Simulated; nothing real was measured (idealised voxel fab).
This is a process module. Its name is voxel self aligned vias.
The figure presents cross-section cut, which has a width of 280 nm and is divided into square cells with an edge length of 5 nm.
Just so we're on the same page, the cross-sections are grids of square cells, and they're listed out in bands top to bottom, each band one or more rows deep.
What a band's entry tells you: where the top is and where the bottom is, as heights in nm, and after that what lies inside, material by material from left to right, each with its width in nm. Empty space is written as the word "air", and a single material marked with the word "all across" occupies the band from edge to edge.
Convention: height 0 is the level below which the wafer, as received, is all one material. The lowest band does not terminate at the bottom but continues downward, represented as "0..down".
The width entry "30 to 40" should be interpreted row by row: the top row of cells in the band takes the first number, the bottom row takes the second number, and the change between adjacent rows is uniform throughout.
Reading "nothing got changed" for a step: not a cell of the cross-section changed in it.
Heads up: "Closed void listing" only lists the empty pockets with no open path to the top that are 8 cells or more, and it writes them as width x height at distance, distance from the left edge, in nm.
Read whatever lies past the settings on a step's line as the simulator's own remark about the step.
Regarding "overlay nm": on a step with a mask, it is the distance the mask lay to the right of its planned place; a negative value places it to the left.
INTENDED PROCESS STEPS
1. RECEIVE, material Si
2. CONFORMAL_DEP, material SiO2, thk nm 15
3. CONFORMAL_DEP, material SiCN, thk nm 5
4. DIRECTIONAL_DEP, material SiO2, thk nm 30
5. DIRECTIONAL_DEP, material aC, thk nm 10
6. PATTERN, tone open, mask id LINES, material resist, width nm 20, pitch nm 45, thk nm 25, overlay nm 0
7. DIRECTIONAL_ETCH, etch materials aC, depth nm 10
8. STRIP, etch materials resist
9. DIRECTIONAL_ETCH, etch materials SiO2, depth nm 30
10. STRIP, etch materials aC
11. CONFORMAL_DEP, material TiN, thk nm 5
12. FILL_DEP, material Ru, thk nm 5
13. CMP, height nm 50
14. SELECTIVE_ETCH, etch materials W Ru TiN, depth nm 10
15. FILL_DEP, material SiN, thk nm 5
16. CMP, height nm 50
17. DIRECTIONAL_DEP, material SiO2, thk nm 15
18. DIRECTIONAL_DEP, material aC, thk nm 10
19. PATTERN, tone open, mask id VIAS, material resist, width nm 30, thk nm 25, overlay nm 0
20. DIRECTIONAL_ETCH, etch materials aC, depth nm 10
21. STRIP, etch materials resist
22. DIRECTIONAL_ETCH, etch materials SiO2, depth nm 15
23. DIRECTIONAL_ETCH, etch materials SiN, depth nm 10
24. STRIP, etch materials aC
25. CONFORMAL_DEP, material TiN, thk nm 5
26. FILL_DEP, material Ru, thk nm 10
27. CMP, height nm 65
28. CONFORMAL_DEP, material SiCN, thk nm 5
CROSS-SECTIONAL VIEW OF THE WAFER IN ITS AS-RECEIVED CONDITION, CORRESPONDING TO THE STATE AFTER STEP 1
0..down  Si all across
Closed void listing: none
AS-PLANNED RUN: CROSS-SECTION OF THE FIRST OF TWO WAFERS AT END OF MODULE
70..65  SiCN all across
65..55  SiO2 (100); TiN (5); Ru (20); TiN (5); SiO2 (150)
55..50  SiO2 (100); TiN (10); Ru (10); TiN (10); SiO2 (150)
50..45  SiO2 (105); TiN (5); Ru (10); TiN (5); SiO2 (25); SiN (20); SiO2 (110)
45..40  SiO2 (105); TiN (20); SiO2 (25); SiN (20); SiO2 (110)
40..25  SiO2 (105); TiN (5); Ru (10); TiN (5); SiO2 (25); TiN (5); Ru (10); TiN (5); SiO2 (110)
25..20  SiO2 (105); TiN (20); SiO2 (25); TiN (20); SiO2 (110)
20..15  SiCN all across
15..0  SiO2 all across
0..down  Si all across
Closed void listing: none
WAFER TWO (OF TWO), END-OF-MODULE CROSS-SECTION: START = WAFER ONE, PLAN = WAFER ONE, ONE RUN MISTAKE
70..65  SiCN all across
65..60  TiN (105); Ru (20); TiN (155)
60..50  SiO2 (100); TiN (5); Ru (20); TiN (5); SiO2 (150)
50..45  SiO2 (100); TiN (10); Ru (10); TiN (10); SiO2 (20); SiN (20); SiO2 (110)
45..40  SiO2 (105); TiN (20); SiO2 (25); SiN (20); SiO2 (110)
40..25  SiO2 (105); TiN (5); Ru (10); TiN (5); SiO2 (25); TiN (5); Ru (10); TiN (5); SiO2 (110)
25..20  SiO2 (105); TiN (20); SiO2 (25); TiN (20); SiO2 (110)
20..15  SiCN all across
15..0  SiO2 all across
0..down  Si all across
Closed void listing: none
Processing error: step 17 changed vs plan, executed as DIRECTIONAL_DEP, material SiO2, thk nm 10
The second wafer ends with more or fewer cells of some materials than the first, per final count: +2 Ru; -52 SiO2; +50 TiN
